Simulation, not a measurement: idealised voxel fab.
process module | voxel transistor to metal
cross-section cut | 140 nm wide | cells 5 nm
A cross-section is a grid of square cells, given in bands from the top down. A band is one or more rows of cells.
Each band's line starts with the height of the band's top and of its bottom, in nm. Then come its materials from left to right, each with its width in nm. One material with "throughout" fills the band from edge to edge. "air" is empty space.
Height 0 is the level under which the wafer as received is all one material. The lowest band goes on downwards, as in "0 down".
A width such as "30 to 40" changes by the same amount from each row of cells to the next, from the band's top row to its bottom row.
"no change" after a step means that no cell of the cross-section changed.
closed voids: empty space of 8 cells or more with no open way to the top, each as width x height at its distance from the left edge, in nm
after a step's settings: what the simulator itself notes on the step
overlay nm, on a step with a mask: how far to the right of its planned place the mask lay; to the left if negative
plan
1 op RECEIVE | material Si
2 op CONFORMAL_DEP | material SiO2 | thk nm 5
3 op CONFORMAL_DEP | material SiN | thk nm 10
4 op MASKED_ETCH | tone cover | mask id ACTIVE | width nm 100 | etch materials SiN | depth nm 10 | overlay nm 0
5 op MASKED_ETCH | tone cover | mask id ACTIVE | width nm 100 | etch materials SiO2 | depth nm 5 | overlay nm 0
6 op MASKED_ETCH | tone cover | mask id ACTIVE | width nm 100 | etch materials Si | depth nm 35 | overlay nm 0
7 op FILL_DEP | material SiO2 | thk nm 10
8 op CMP | height nm 15
9 op SELECTIVE_ETCH | etch materials SiO2 | depth nm 5
10 op STRIP | etch materials SiN
11 op SELECTIVE_ETCH | etch materials SiO2 | depth nm 5
12 op OXIDIZE | depth nm 5
13 op DIRECTIONAL_DEP | material polySi | thk nm 25
14 op DIRECTIONAL_DEP | material SiCN | thk nm 10
15 op MASKED_ETCH | tone cover | mask id GATE | width nm 30 | etch materials SiCN | depth nm 20 | overlay nm 0
16 op MASKED_ETCH | tone cover | mask id GATE | width nm 30 | etch materials polySi | depth nm 35 | overlay nm 0
17 op CONFORMAL_DEP | material SiN | thk nm 10
18 op DIRECTIONAL_ETCH | etch materials SiN | depth nm 10
19 op DIRECTIONAL_ETCH | etch materials SiO2 | depth nm 5
20 op DIRECTIONAL_ETCH | etch materials Si | depth nm 15
21 op EPI | material SiGe | thk nm 15
22 op FILL_DEP | material SiO2 | thk nm 10
23 op CMP | height nm 25
24 op STRIP | etch materials polySi
25 op SELECTIVE_ETCH | etch materials SiO2 | depth nm 5
26 op CONFORMAL_DEP | material HfO2 | thk nm 5
27 op CONFORMAL_DEP | material TiN | thk nm 5
28 op FILL_DEP | material W | thk nm 10
29 op CMP | height nm 20
30 op DIRECTIONAL_DEP | material SiO2 | thk nm 10
31 op MASKED_ETCH | tone open | mask id CONTACT | width nm 15 | pitch nm 75 | etch materials SiO2 | depth nm 20 | overlay nm 0
32 op CONFORMAL_DEP | material TiN | thk nm 5
33 op FILL_DEP | material W | thk nm 10
34 op CMP | height nm 30
35 op CONFORMAL_DEP | material SiN | thk nm 5
36 op DIRECTIONAL_DEP | material lowk | thk nm 20
37 op MASKED_ETCH | tone open | mask id METAL_1 | width nm 15 | pitch nm 75 | etch materials lowk | depth nm 20 | overlay nm 0
38 op MASKED_ETCH | tone open | mask id METAL_1 | width nm 15 | pitch nm 75 | etch materials SiN | depth nm 5 | overlay nm 0
39 op CONFORMAL_DEP | material TiN | thk nm 5
40 op FILL_DEP | material Cu | thk nm 10
41 op CMP | height nm 55
42 op CONFORMAL_DEP | material SiN | thk nm 5
first wafer, as planned
as received, after step 1
  0 down: Si throughout
  closed voids: none
after step 2
  5 to 0: SiO2 throughout
  below 0: unchanged
after step 3
  15 to 5: SiN throughout
  below 5: unchanged
after step 4
  15 to 5: air 20 | SiN 100 | air 20
  below 5: unchanged
after step 5
  15 to 5: air 20 | SiN 100 | air 20
  5 to 0: air 20 | SiO2 100 | air 20
  below 0: unchanged
after step 6
  15 to 5: air 20 | SiN 100 | air 20
  5 to 0: air 20 | SiO2 100 | air 20
  0 to -35: air 20 | Si 100 | air 20
  below -35: unchanged
after step 7
  25 to 15: SiO2 throughout
  15 to 5: SiO2 20 | SiN 100 | SiO2 20
  5 to 0: SiO2 throughout
  0 to -35: SiO2 20 | Si 100 | SiO2 20
  below -35: unchanged
after step 8
  15 to 5: SiO2 20 | SiN 100 | SiO2 20
  below 5: unchanged
after step 9
  15 to 10: air 20 | SiN 100 | air 20
  below 10: unchanged
after step 10
  10 to 5: SiO2 20 | air 100 | SiO2 20
  below 5: unchanged
after step 11
  5 to 0: SiO2 15 | air 110 | SiO2 15
  below 0: unchanged
after step 12
  5 to 0: SiO2 15 | air 110 | SiO2 15
  0 to -5: SiO2 throughout
  below -5: unchanged
after step 13
  30 to 25: polySi 15 | air 110 | polySi 15
  25 to 5: polySi throughout
  5 to 0: SiO2 15 | polySi 110 | SiO2 15
  below 0: unchanged
after step 14
  40 to 35: SiCN 15 | air 110 | SiCN 15
  35 to 30: SiCN throughout
  30 to 25: polySi 15 | SiCN 110 | polySi 15
  below 25: unchanged
after step 15
  35 to 30: air 55 | SiCN 30 | air 55
  30 to 25: polySi 15 | air 40 | SiCN 30 | air 40 | polySi 15
  below 25: unchanged
after step 16
  35 to 25: air 55 | SiCN 30 | air 55
  25 to 5: air 55 | polySi 30 | air 55
  5 to 0: SiO2 15 | air 40 | polySi 30 | air 40 | SiO2 15
  below 0: unchanged
after step 17
  45 to 35: air 45 | SiN 50 | air 45
  35 to 25: air 45 | SiN 10 | SiCN 30 | SiN 10 | air 45
  25 to 15: air 45 | SiN 10 | polySi 30 | SiN 10 | air 45
  15 to 10: SiN 25 | air 20 | SiN 10 | polySi 30 | SiN 10 | air 20 | SiN 25
  10 to 5: SiN 55 | polySi 30 | SiN 55
  5 to 0: SiO2 15 | SiN 40 | polySi 30 | SiN 40 | SiO2 15
  below 0: unchanged
after step 18
  35 to 25: air 45 | SiN 10 | SiCN 30 | SiN 10 | air 45
  25 to 5: air 45 | SiN 10 | polySi 30 | SiN 10 | air 45
  5 to 0: SiO2 15 | SiN 10 | air 20 | SiN 10 | polySi 30 | SiN 10 | air 20 | SiN 10 | SiO2 15
  below 0: unchanged
after step 19
  35 to 25: air 45 | SiN 10 | SiCN 30 | SiN 10 | air 45
  25 to 5: air 45 | SiN 10 | polySi 30 | SiN 10 | air 45
  5 to 0: air 15 | SiN 10 | air 20 | SiN 10 | polySi 30 | SiN 10 | air 20 | SiN 10 | air 15
  0 to -5: SiO2 25 | air 20 | SiO2 50 | air 20 | SiO2 25
  below -5: unchanged
after step 20
  35 to 25: air 45 | SiN 10 | SiCN 30 | SiN 10 | air 45
  25 to 5: air 45 | SiN 10 | polySi 30 | SiN 10 | air 45
  5 to 0: air 15 | SiN 10 | air 20 | SiN 10 | polySi 30 | SiN 10 | air 20 | SiN 10 | air 15
  0 to -5: SiO2 25 | air 20 | SiO2 50 | air 20 | SiO2 25
  -5 to -20: SiO2 20 | Si 5 | air 20 | Si 50 | air 20 | Si 5 | SiO2 20
  below -20: unchanged
after step 21
  35 to 25: air 45 | SiN 10 | SiCN 30 | SiN 10 | air 45
  25 to 10: air 45 | SiN 10 | polySi 30 | SiN 10 | air 45
  10 to 5: air 20 | SiGe 25 | SiN 10 | polySi 30 | SiN 10 | SiGe 25 | air 20
  5 to 0: air 15 | SiN 10 | SiGe 20 | SiN 10 | polySi 30 | SiN 10 | SiGe 20 | SiN 10 | air 15
  0 to -5: SiO2 25 | SiGe 20 | SiO2 50 | SiGe 20 | SiO2 25
  -5 to -20: SiO2 20 | Si 5 | SiGe 20 | Si 50 | SiGe 20 | Si 5 | SiO2 20
  below -20: unchanged
after step 22
  45 to 35: SiO2 throughout
  35 to 25: SiO2 45 | SiN 10 | SiCN 30 | SiN 10 | SiO2 45
  25 to 10: SiO2 45 | SiN 10 | polySi 30 | SiN 10 | SiO2 45
  10 to 5: SiO2 20 | SiGe 25 | SiN 10 | polySi 30 | SiN 10 | SiGe 25 | SiO2 20
  5 to 0: SiO2 15 | SiN 10 | SiGe 20 | SiN 10 | polySi 30 | SiN 10 | SiGe 20 | SiN 10 | SiO2 15
  below 0: unchanged
after step 23
  25 to 10: SiO2 45 | SiN 10 | polySi 30 | SiN 10 | SiO2 45
  below 10: unchanged
after step 24
  25 to 10: SiO2 45 | SiN 10 | air 30 | SiN 10 | SiO2 45
  10 to 5: SiO2 20 | SiGe 25 | SiN 10 | air 30 | SiN 10 | SiGe 25 | SiO2 20
  5 to 0: SiO2 15 | SiN 10 | SiGe 20 | SiN 10 | air 30 | SiN 10 | SiGe 20 | SiN 10 | SiO2 15
  below 0: unchanged
after step 25
  25 to 20: air 45 | SiN 10 | air 30 | SiN 10 | air 45
  20 to 10: SiO2 45 | SiN 10 | air 30 | SiN 10 | SiO2 45
  10 to 5: SiO2 20 | SiGe 25 | SiN 10 | air 30 | SiN 10 | SiGe 25 | SiO2 20
  5 to 0: SiO2 15 | SiN 10 | SiGe 20 | SiN 10 | air 30 | SiN 10 | SiGe 20 | SiN 10 | SiO2 15
  0 to -5: SiO2 25 | SiGe 20 | SiO2 5 | air 40 | SiO2 5 | SiGe 20 | SiO2 25
  below -5: unchanged
after step 26
  30 to 25: air 40 | HfO2 20 | air 20 | HfO2 20 | air 40
  25 to 20: HfO2 45 | SiN 10 | HfO2 5 | air 20 | HfO2 5 | SiN 10 | HfO2 45
  20 to 10: SiO2 45 | SiN 10 | HfO2 5 | air 20 | HfO2 5 | SiN 10 | SiO2 45
  10 to 5: SiO2 20 | SiGe 25 | SiN 10 | HfO2 5 | air 20 | HfO2 5 | SiN 10 | SiGe 25 | SiO2 20
  5 to 0: SiO2 15 | SiN 10 | SiGe 20 | SiN 10 | HfO2 5 | air 20 | HfO2 5 | SiN 10 | SiGe 20 | SiN 10 | SiO2 15
  0 to -5: SiO2 25 | SiGe 20 | SiO2 5 | HfO2 40 | SiO2 5 | SiGe 20 | SiO2 25
  below -5: unchanged
after step 27
  35 to 30: air 35 | TiN 30 | air 10 | TiN 30 | air 35
  30 to 25: TiN 40 | HfO2 20 | TiN 5 | air 10 | TiN 5 | HfO2 20 | TiN 40
  25 to 20: HfO2 45 | SiN 10 | HfO2 5 | TiN 5 | air 10 | TiN 5 | HfO2 5 | SiN 10 | HfO2 45
  20 to 10: SiO2 45 | SiN 10 | HfO2 5 | TiN 5 | air 10 | TiN 5 | HfO2 5 | SiN 10 | SiO2 45
  10 to 5: SiO2 20 | SiGe 25 | SiN 10 | HfO2 5 | TiN 5 | air 10 | TiN 5 | HfO2 5 | SiN 10 | SiGe 25 | SiO2 20
  5 to 0: SiO2 15 | SiN 10 | SiGe 20 | SiN 10 | HfO2 5 | TiN 20 | HfO2 5 | SiN 10 | SiGe 20 | SiN 10 | SiO2 15
  below 0: unchanged
after step 28
  45 to 35: W throughout
  35 to 30: W 35 | TiN 30 | W 10 | TiN 30 | W 35
  30 to 25: TiN 40 | HfO2 20 | TiN 5 | W 10 | TiN 5 | HfO2 20 | TiN 40
  25 to 20: HfO2 45 | SiN 10 | HfO2 5 | TiN 5 | W 10 | TiN 5 | HfO2 5 | SiN 10 | HfO2 45
  20 to 10: SiO2 45 | SiN 10 | HfO2 5 | TiN 5 | W 10 | TiN 5 | HfO2 5 | SiN 10 | SiO2 45
  10 to 5: SiO2 20 | SiGe 25 | SiN 10 | HfO2 5 | TiN 5 | W 10 | TiN 5 | HfO2 5 | SiN 10 | SiGe 25 | SiO2 20
  below 5: unchanged
after step 29
  20 to 10: SiO2 45 | SiN 10 | HfO2 5 | TiN 5 | W 10 | TiN 5 | HfO2 5 | SiN 10 | SiO2 45
  below 10: unchanged
after step 30
  30 to 20: SiO2 throughout
  below 20: unchanged
after step 31
  30 to 20: SiO2 25 | air 15 | SiO2 60 | air 15 | SiO2 25
  20 to 10: SiO2 25 | air 15 | SiO2 5 | SiN 10 | HfO2 5 | TiN 5 | W 10 | TiN 5 | HfO2 5 | SiN 10 | SiO2 5 | air 15 | SiO2 25
  below 10: unchanged
after step 32
  35 to 30: TiN 30 | air 5 | TiN 70 | air 5 | TiN 30
  30 to 20: SiO2 25 | TiN 5 | air 5 | TiN 5 | SiO2 60 | TiN 5 | air 5 | TiN 5 | SiO2 25
  20 to 15: SiO2 25 | TiN 5 | air 5 | TiN 5 | SiO2 5 | SiN 10 | HfO2 5 | TiN 5 | W 10 | TiN 5 | HfO2 5 | SiN 10 | SiO2 5 | TiN 5 | air 5 | TiN 5 | SiO2 25
  15 to 10: SiO2 25 | TiN 15 | SiO2 5 | SiN 10 | HfO2 5 | TiN 5 | W 10 | TiN 5 | HfO2 5 | SiN 10 | SiO2 5 | TiN 15 | SiO2 25
  below 10: unchanged
after step 33
  45 to 35: W throughout
  35 to 30: TiN 30 | W 5 | TiN 70 | W 5 | TiN 30
  30 to 20: SiO2 25 | TiN 5 | W 5 | TiN 5 | SiO2 60 | TiN 5 | W 5 | TiN 5 | SiO2 25
  20 to 15: SiO2 25 | TiN 5 | W 5 | TiN 5 | SiO2 5 | SiN 10 | HfO2 5 | TiN 5 | W 10 | TiN 5 | HfO2 5 | SiN 10 | SiO2 5 | TiN 5 | W 5 | TiN 5 | SiO2 25
  below 15: unchanged
after step 34
  30 to 20: SiO2 25 | TiN 5 | W 5 | TiN 5 | SiO2 60 | TiN 5 | W 5 | TiN 5 | SiO2 25
  below 20: unchanged
after step 35
  35 to 30: SiN throughout
  below 30: unchanged
after step 36
  55 to 35: lowk throughout
  below 35: unchanged
after step 37
  55 to 35: lowk 25 | air 15 | lowk 60 | air 15 | lowk 25
  below 35: unchanged
after step 38
  55 to 35: lowk 25 | air 15 | lowk 60 | air 15 | lowk 25
  35 to 30: SiN 25 | air 15 | SiN 60 | air 15 | SiN 25
  below 30: unchanged
after step 39
  60 to 55: TiN 30 | air 5 | TiN 70 | air 5 | TiN 30
  55 to 35: lowk 25 | TiN 5 | air 5 | TiN 5 | lowk 60 | TiN 5 | air 5 | TiN 5 | lowk 25
  35 to 30: SiN 25 | TiN 15 | SiN 60 | TiN 15 | SiN 25
  below 30: unchanged
after step 40
  70 to 60: Cu throughout
  60 to 55: TiN 30 | Cu 5 | TiN 70 | Cu 5 | TiN 30
  55 to 35: lowk 25 | TiN 5 | Cu 5 | TiN 5 | lowk 60 | TiN 5 | Cu 5 | TiN 5 | lowk 25
  below 35: unchanged
after step 41
  55 to 35: lowk 25 | TiN 5 | Cu 5 | TiN 5 | lowk 60 | TiN 5 | Cu 5 | TiN 5 | lowk 25
  below 35: unchanged
after step 42
  60 to 55: SiN throughout
  below 55: unchanged
second wafer: like start, like plan, one mistake. Through step 3 it matches the first wafer
when step 4 should have ended
  15 to 5: SiN 20 | air 100 | SiN 20
  below 5: unchanged
when step 5 should have ended: no change
when step 6 should have ended: no change
when step 7 should have ended
  25 to 15: SiO2 throughout
  15 to 5: SiN 20 | SiO2 100 | SiN 20
  below 5: unchanged
when step 8 should have ended
  15 to 5: SiN 20 | SiO2 100 | SiN 20
  below 5: unchanged
when step 9 should have ended
  15 to 10: SiN 20 | air 100 | SiN 20
  below 10: unchanged
when step 10 should have ended
  10 to 5: air 20 | SiO2 100 | air 20
  below 5: unchanged
when step 11 should have ended
  5 to 0: air 25 | SiO2 90 | air 25
  below 0: unchanged
when step 12 should have ended
  5 to 0: air 25 | SiO2 90 | air 25
  0 to -5: SiO2 30 | Si 80 | SiO2 30
  below -5: unchanged
when step 13 should have ended
  30 to 25: air 25 | polySi 90 | air 25
  25 to 5: polySi throughout
  5 to 0: polySi 25 | SiO2 90 | polySi 25
  below 0: unchanged
when step 14 should have ended
  40 to 35: air 25 | SiCN 90 | air 25
  35 to 30: SiCN throughout
  30 to 25: SiCN 25 | polySi 90 | SiCN 25
  below 25: unchanged
when step 15 should have ended
  40 to 30: air 55 | SiCN 30 | air 55
  30 to 25: air 25 | polySi 90 | air 25
  below 25: unchanged
when step 16 should have ended
  40 to 30: air 55 | SiCN 30 | air 55
  30 to 5: air 55 | polySi 30 | air 55
  5 to 0: air 25 | SiO2 90 | air 25
  below 0: unchanged
when step 17 should have ended
  50 to 40: air 45 | SiN 50 | air 45
  40 to 30: air 45 | SiN 10 | SiCN 30 | SiN 10 | air 45
  30 to 15: air 45 | SiN 10 | polySi 30 | SiN 10 | air 45
  15 to 10: air 15 | SiN 40 | polySi 30 | SiN 40 | air 15
  10 to 5: SiN 55 | polySi 30 | SiN 55
  5 to 0: SiN 25 | SiO2 90 | SiN 25
  below 0: unchanged
when step 18 should have ended
  40 to 30: air 45 | SiN 10 | SiCN 30 | SiN 10 | air 45
  30 to 5: air 45 | SiN 10 | polySi 30 | SiN 10 | air 45
  5 to 0: air 15 | SiN 10 | SiO2 90 | SiN 10 | air 15
  below 0: unchanged
when step 19 should have ended
  40 to 30: air 45 | SiN 10 | SiCN 30 | SiN 10 | air 45
  30 to 5: air 45 | SiN 10 | polySi 30 | SiN 10 | air 45
  5 to 0: air 15 | SiN 10 | air 20 | SiO2 50 | air 20 | SiN 10 | air 15
  0 to -5: air 15 | SiO2 15 | Si 80 | SiO2 15 | air 15
  below -5: unchanged
when step 20 should have ended
  40 to 30: air 45 | SiN 10 | SiCN 30 | SiN 10 | air 45
  30 to 5: air 45 | SiN 10 | polySi 30 | SiN 10 | air 45
  5 to 0: air 15 | SiN 10 | air 20 | SiO2 50 | air 20 | SiN 10 | air 15
  0 to -5: air 15 | SiO2 15 | air 15 | Si 50 | air 15 | SiO2 15 | air 15
  -5 to -15: air 15 | Si 15 | air 15 | Si 50 | air 15 | Si 15 | air 15
  -15 to -20: air 15 | Si 110 | air 15
  below -20: unchanged
when step 21 should have ended
  40 to 30: air 45 | SiN 10 | SiCN 30 | SiN 10 | air 45
  30 to 15: air 45 | SiN 10 | polySi 30 | SiN 10 | air 45
  15 to 10: air 30 | SiGe 15 | SiN 10 | polySi 30 | SiN 10 | SiGe 15 | air 30
  10 to 5: SiGe 45 | SiN 10 | polySi 30 | SiN 10 | SiGe 45
  5 to 0: SiGe 15 | SiN 10 | SiGe 20 | SiO2 50 | SiGe 20 | SiN 10 | SiGe 15
  0 to -5: SiGe 15 | SiO2 15 | SiGe 15 | Si 50 | SiGe 15 | SiO2 15 | SiGe 15
  -5 to -15: SiGe 15 | Si 15 | SiGe 15 | Si 50 | SiGe 15 | Si 15 | SiGe 15
  -15 to -20: SiGe 15 | Si 110 | SiGe 15
  below -20: unchanged
when step 22 should have ended
  50 to 40: SiO2 throughout
  40 to 30: SiO2 45 | SiN 10 | SiCN 30 | SiN 10 | SiO2 45
  30 to 15: SiO2 45 | SiN 10 | polySi 30 | SiN 10 | SiO2 45
  15 to 10: SiO2 30 | SiGe 15 | SiN 10 | polySi 30 | SiN 10 | SiGe 15 | SiO2 30
  below 10: unchanged
when step 23 should have ended
  25 to 15: SiO2 45 | SiN 10 | polySi 30 | SiN 10 | SiO2 45
  below 15: unchanged
when step 24 should have ended
  25 to 15: SiO2 45 | SiN 10 | air 30 | SiN 10 | SiO2 45
  15 to 10: SiO2 30 | SiGe 15 | SiN 10 | air 30 | SiN 10 | SiGe 15 | SiO2 30
  10 to 5: SiGe 45 | SiN 10 | air 30 | SiN 10 | SiGe 45
  below 5: unchanged
when step 25 should have ended
  25 to 20: air 45 | SiN 10 | air 30 | SiN 10 | air 45
  20 to 15: SiO2 45 | SiN 10 | air 30 | SiN 10 | SiO2 45
  15 to 10: SiO2 30 | SiGe 15 | SiN 10 | air 30 | SiN 10 | SiGe 15 | SiO2 30
  10 to 5: SiGe 45 | SiN 10 | air 30 | SiN 10 | SiGe 45
  5 to 0: SiGe 15 | SiN 10 | SiGe 20 | SiO2 5 | air 40 | SiO2 5 | SiGe 20 | SiN 10 | SiGe 15
  below 0: unchanged
when step 26 should have ended
  30 to 25: air 40 | HfO2 20 | air 20 | HfO2 20 | air 40
  25 to 20: HfO2 45 | SiN 10 | HfO2 5 | air 20 | HfO2 5 | SiN 10 | HfO2 45
  20 to 15: SiO2 45 | SiN 10 | HfO2 5 | air 20 | HfO2 5 | SiN 10 | SiO2 45
  15 to 10: SiO2 30 | SiGe 15 | SiN 10 | HfO2 5 | air 20 | HfO2 5 | SiN 10 | SiGe 15 | SiO2 30
  10 to 5: SiGe 45 | SiN 10 | HfO2 5 | air 20 | HfO2 5 | SiN 10 | SiGe 45
  5 to 0: SiGe 15 | SiN 10 | SiGe 20 | SiO2 5 | HfO2 40 | SiO2 5 | SiGe 20 | SiN 10 | SiGe 15
  below 0: unchanged
when step 27 should have ended
  35 to 30: air 35 | TiN 30 | air 10 | TiN 30 | air 35
  30 to 25: TiN 40 | HfO2 20 | TiN 5 | air 10 | TiN 5 | HfO2 20 | TiN 40
  25 to 20: HfO2 45 | SiN 10 | HfO2 5 | TiN 5 | air 10 | TiN 5 | HfO2 5 | SiN 10 | HfO2 45
  20 to 15: SiO2 45 | SiN 10 | HfO2 5 | TiN 5 | air 10 | TiN 5 | HfO2 5 | SiN 10 | SiO2 45
  15 to 10: SiO2 30 | SiGe 15 | SiN 10 | HfO2 5 | TiN 5 | air 10 | TiN 5 | HfO2 5 | SiN 10 | SiGe 15 | SiO2 30
  10 to 5: SiGe 45 | SiN 10 | HfO2 5 | TiN 20 | HfO2 5 | SiN 10 | SiGe 45
  below 5: unchanged
when step 28 should have ended
  45 to 35: W throughout
  35 to 30: W 35 | TiN 30 | W 10 | TiN 30 | W 35
  30 to 25: TiN 40 | HfO2 20 | TiN 5 | W 10 | TiN 5 | HfO2 20 | TiN 40
  25 to 20: HfO2 45 | SiN 10 | HfO2 5 | TiN 5 | W 10 | TiN 5 | HfO2 5 | SiN 10 | HfO2 45
  20 to 15: SiO2 45 | SiN 10 | HfO2 5 | TiN 5 | W 10 | TiN 5 | HfO2 5 | SiN 10 | SiO2 45
  15 to 10: SiO2 30 | SiGe 15 | SiN 10 | HfO2 5 | TiN 5 | W 10 | TiN 5 | HfO2 5 | SiN 10 | SiGe 15 | SiO2 30
  below 10: unchanged
when step 29 should have ended
  20 to 15: SiO2 45 | SiN 10 | HfO2 5 | TiN 5 | W 10 | TiN 5 | HfO2 5 | SiN 10 | SiO2 45
  below 15: unchanged
when step 30 should have ended
  30 to 20: SiO2 throughout
  below 20: unchanged
when step 31 should have ended
  30 to 20: SiO2 25 | air 15 | SiO2 60 | air 15 | SiO2 25
  20 to 15: SiO2 25 | air 15 | SiO2 5 | SiN 10 | HfO2 5 | TiN 5 | W 10 | TiN 5 | HfO2 5 | SiN 10 | SiO2 5 | air 15 | SiO2 25
  15 to 10: SiO2 25 | air 5 | SiGe 15 | SiN 10 | HfO2 5 | TiN 5 | W 10 | TiN 5 | HfO2 5 | SiN 10 | SiGe 15 | air 5 | SiO2 25
  below 10: unchanged
when step 32 should have ended
  35 to 30: TiN 30 | air 5 | TiN 70 | air 5 | TiN 30
  30 to 20: SiO2 25 | TiN 5 | air 5 | TiN 5 | SiO2 60 | TiN 5 | air 5 | TiN 5 | SiO2 25
  20 to 15: SiO2 25 | TiN 15 | SiO2 5 | SiN 10 | HfO2 5 | TiN 5 | W 10 | TiN 5 | HfO2 5 | SiN 10 | SiO2 5 | TiN 15 | SiO2 25
  15 to 10: SiO2 25 | TiN 5 | SiGe 15 | SiN 10 | HfO2 5 | TiN 5 | W 10 | TiN 5 | HfO2 5 | SiN 10 | SiGe 15 | TiN 5 | SiO2 25
  below 10: unchanged
when step 33 should have ended
  45 to 35: W throughout
  35 to 30: TiN 30 | W 5 | TiN 70 | W 5 | TiN 30
  30 to 20: SiO2 25 | TiN 5 | W 5 | TiN 5 | SiO2 60 | TiN 5 | W 5 | TiN 5 | SiO2 25
  below 20: unchanged
when step 34 should have ended
  30 to 20: SiO2 25 | TiN 5 | W 5 | TiN 5 | SiO2 60 | TiN 5 | W 5 | TiN 5 | SiO2 25
  below 20: unchanged
when step 35 should have ended
  35 to 30: SiN throughout
  below 30: unchanged
when step 36 should have ended
  55 to 35: lowk throughout
  below 35: unchanged
when step 37 should have ended
  55 to 35: lowk 25 | air 15 | lowk 60 | air 15 | lowk 25
  below 35: unchanged
when step 38 should have ended
  55 to 35: lowk 25 | air 15 | lowk 60 | air 15 | lowk 25
  35 to 30: SiN 25 | air 15 | SiN 60 | air 15 | SiN 25
  below 30: unchanged
when step 39 should have ended
  60 to 55: TiN 30 | air 5 | TiN 70 | air 5 | TiN 30
  55 to 35: lowk 25 | TiN 5 | air 5 | TiN 5 | lowk 60 | TiN 5 | air 5 | TiN 5 | lowk 25
  35 to 30: SiN 25 | TiN 15 | SiN 60 | TiN 15 | SiN 25
  below 30: unchanged
when step 40 should have ended
  70 to 60: Cu throughout
  60 to 55: TiN 30 | Cu 5 | TiN 70 | Cu 5 | TiN 30
  55 to 35: lowk 25 | TiN 5 | Cu 5 | TiN 5 | lowk 60 | TiN 5 | Cu 5 | TiN 5 | lowk 25
  below 35: unchanged
when step 41 should have ended
  55 to 35: lowk 25 | TiN 5 | Cu 5 | TiN 5 | lowk 60 | TiN 5 | Cu 5 | TiN 5 | lowk 25
  below 35: unchanged
when step 42 should have ended
  60 to 55: SiN throughout
  below 55: unchanged
what went wrong: step 4 ran as: op MASKED_ETCH | tone open | mask id ACTIVE | width nm 100 | etch materials SiN | depth nm 10 | overlay nm 0
at the end the second wafer has, in cells: 2 fewer of HfO2 | 52 more of Si | 30 more of SiGe | 4 fewer of SiN | 68 fewer of SiO2 | 4 fewer of TiN | 4 fewer of W
